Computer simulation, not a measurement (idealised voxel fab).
Process module name: voxel ribs on slabs
Each square cell in cross-section cut measures 5 nm, and the section as a whole is 175 nm wide.
Cross-section, as written here: a square-cell grid given band by band from the top down, where a band holds one or more rows of cells.
Within each band entry, the heights of the top and of the bottom of the band appear first, in that order and in nm; the materials of the band then follow from left to right, each with its corresponding width in nm. The designation "edge to edge" on a single material indicates that it fills the band from edge to edge; the designation "air" indicates empty space.
Basically, 0 is our baseline, since under it the wafer straight out of the box is all one material. The bottom band has no lower end and keeps on going down, so it looks like "z 0 and below".
A width given as "30->40" starts at the first number in the band's top row and ends at the second number in its bottom row, shifting by an equal amount at every step from row to row.
What does "nothing was modified" mean for a step? It means no cell of the cross-section changed in that step.
Enclosed voids (no open way to top), threshold 8 cells or more, entry "Sealed internal voids", notation width x height at distance, distance from left edge, nm.
Where a step's line continues beyond its settings, the continuation is a remark by the simulator itself on that step.
The line of a step may include "overlay nm". On a step with a mask, this value is how far to the right of its planned place the mask lay. A negative value means the mask lay to the left.
-- The planned process steps are enumerated hereunder
1) RECEIVE: material Si
2) DIRECTIONAL_DEP: material SiO2, thk nm 20
3) DIRECTIONAL_DEP: material polySi, thk nm 15
4) PATTERN: tone cover, mask id RIB, material resist, width nm 30, thk nm 20, overlay nm 0
5) DIRECTIONAL_ETCH: etch materials polySi, depth nm 5
6) STRIP: etch materials resist
7) PATTERN: tone cover, mask id SLAB, material resist, width nm 90, thk nm 20, overlay nm 0
8) DIRECTIONAL_ETCH: etch materials polySi, depth nm 10
9) STRIP: etch materials resist
10) FILL_DEP: material SiO2, thk nm 30
11) CMP: height nm 55
12) DIRECTIONAL_DEP: material TiN, thk nm 10
13) PATTERN: tone cover, mask id HEATER, material resist, width nm 40, thk nm 20, overlay nm 0
14) DIRECTIONAL_ETCH: etch materials TiN, depth nm 10
15) STRIP: etch materials resist
16) CONFORMAL_DEP: material SiO2, thk nm 10
-- Cross-section of the wafer at receipt, which is the condition after step 1
z 0 and below  Si edge to edge
Sealed internal voids: none
-- Figure: cross-sectional view of the wafer upon completion of the module, processed from the initial state and according to the plan depicted above, with one error introduced during execution
z 75 to 65  air: 55, then SiO2: 60, then air: 60
z 65 to 55  SiO2: 65, then TiN: 40, then SiO2: 70
z 55 to 50  SiO2 edge to edge
z 50 to 45  SiO2: 70, then polySi: 30, then SiO2: 75
z 45 to 35  SiO2: 40, then polySi: 90, then SiO2: 45
z 35 to 20  polySi edge to edge
z 20 to 0  SiO2 edge to edge
z 0 and below  Si edge to edge
Sealed internal voids: none
Against the plan, the run slipped here: step 3 of the plan was performed twice
